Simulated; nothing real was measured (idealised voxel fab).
Process module, titled voxel plated lines
Shown is cross-section cut, with a width of 180 nm and square cells of size 5 nm.
Heads up, the way a cross-section reads in here is a grid of square cells, handed over as bands from the top down, with every band being one or more rows of cells. Look at the band entry: it leads with the top's height and the bottom's height in nm. Then it lists the materials left to right, with a width in nm for each. The word "throughout" on a single material says that material fills the band edge to edge. The word "air" is empty space. Heights from 0 (as-received wafer is one material below). Bottom band endless downward, as "0 -> down". Graded width ("30 to 40"): value in top row of band = first number; value in bottom row = second number; row-to-row change constant. Step note "no change occurred" = no cross-section cell changed. Voids not open to the top, 8 cells minimum: see "Fully closed voids". Written width x height at distance; distance is from the left edge; nm. On a step's line, text after the settings is the simulator commenting on that step. overlay nm: where the mask lay relative to plan, measured to the right, on steps with a mask; negatives go left.
Process steps - plan
- 1: RECEIVE: material Si
- 2: CONFORMAL_DEP: material SiN, thk nm 10
- 3: DIRECTIONAL_DEP: material TiN, thk nm 5
- 4: PATTERN: tone open, mask id LINES, material resist, width nm 15, pitch nm 40, thk nm 30, overlay nm 0
- 5: EPI: material Ru, thk nm 10
- 6: EPI: material Ru, thk nm 10
- 7: STRIP: etch materials resist
- 8: DIRECTIONAL_ETCH: etch materials TiN, depth nm 5
- 9: CONFORMAL_DEP: material SiCN, thk nm 10
as received, after step 1
0 -> down | Si throughout
Fully closed voids: none
Cross-section taken at module completion on the first of two wafers; processed per the plan
45 -> 35 | 10 air | 35 SiCN | 5 air | 35 SiCN | 5 air | 35 SiCN | 5 air | 35 SiCN | 15 air
35 -> 20 | 10 air | 10 SiCN | 15 Ru | 10 SiCN | 5 air | 10 SiCN | 15 Ru | 10 SiCN | 5 air | 10 SiCN | 15 Ru | 10 SiCN | 5 air | 10 SiCN | 15 Ru | 10 SiCN | 15 air
20 -> 15 | 20 SiCN | 15 Ru | 25 SiCN | 15 Ru | 25 SiCN | 15 Ru | 25 SiCN | 15 Ru | 25 SiCN
15 -> 10 | 20 SiCN | 15 TiN | 25 SiCN | 15 TiN | 25 SiCN | 15 TiN | 25 SiCN | 15 TiN | 25 SiCN
10 -> 0 | SiN throughout
0 -> down | Si throughout
Fully closed voids: none
Cross-sectional view: second of two wafers, end of module; start and plan identical to the first, one mistake in running
35 -> 25 | 10 air | 35 SiCN | 5 air | 35 SiCN | 5 air | 35 SiCN | 5 air | 35 SiCN | 15 air
25 -> 20 | 10 air | 10 SiCN | 15 Ru | 10 SiCN | 5 air | 10 SiCN | 15 Ru | 10 SiCN | 5 air | 10 SiCN | 15 Ru | 10 SiCN | 5 air | 10 SiCN | 15 Ru | 10 SiCN | 15 air
20 -> 15 | 20 SiCN | 15 Ru | 25 SiCN | 15 Ru | 25 SiCN | 15 Ru | 25 SiCN | 15 Ru | 25 SiCN
15 -> 10 | 20 SiCN | 15 TiN | 25 SiCN | 15 TiN | 25 SiCN | 15 TiN | 25 SiCN | 15 TiN | 25 SiCN
10 -> 0 | SiN throughout
0 -> down | Si throughout
Fully closed voids: none
Heads up, the wafer didn't run the way we planned it: which of the identical steps 5 and 6 was left out cannot be determined, but one of them was
Looking at both finished wafers in cells, the second ends up ahead of or behind the first on some materials: Ru: 24 fewer, SiCN: 32 fewer
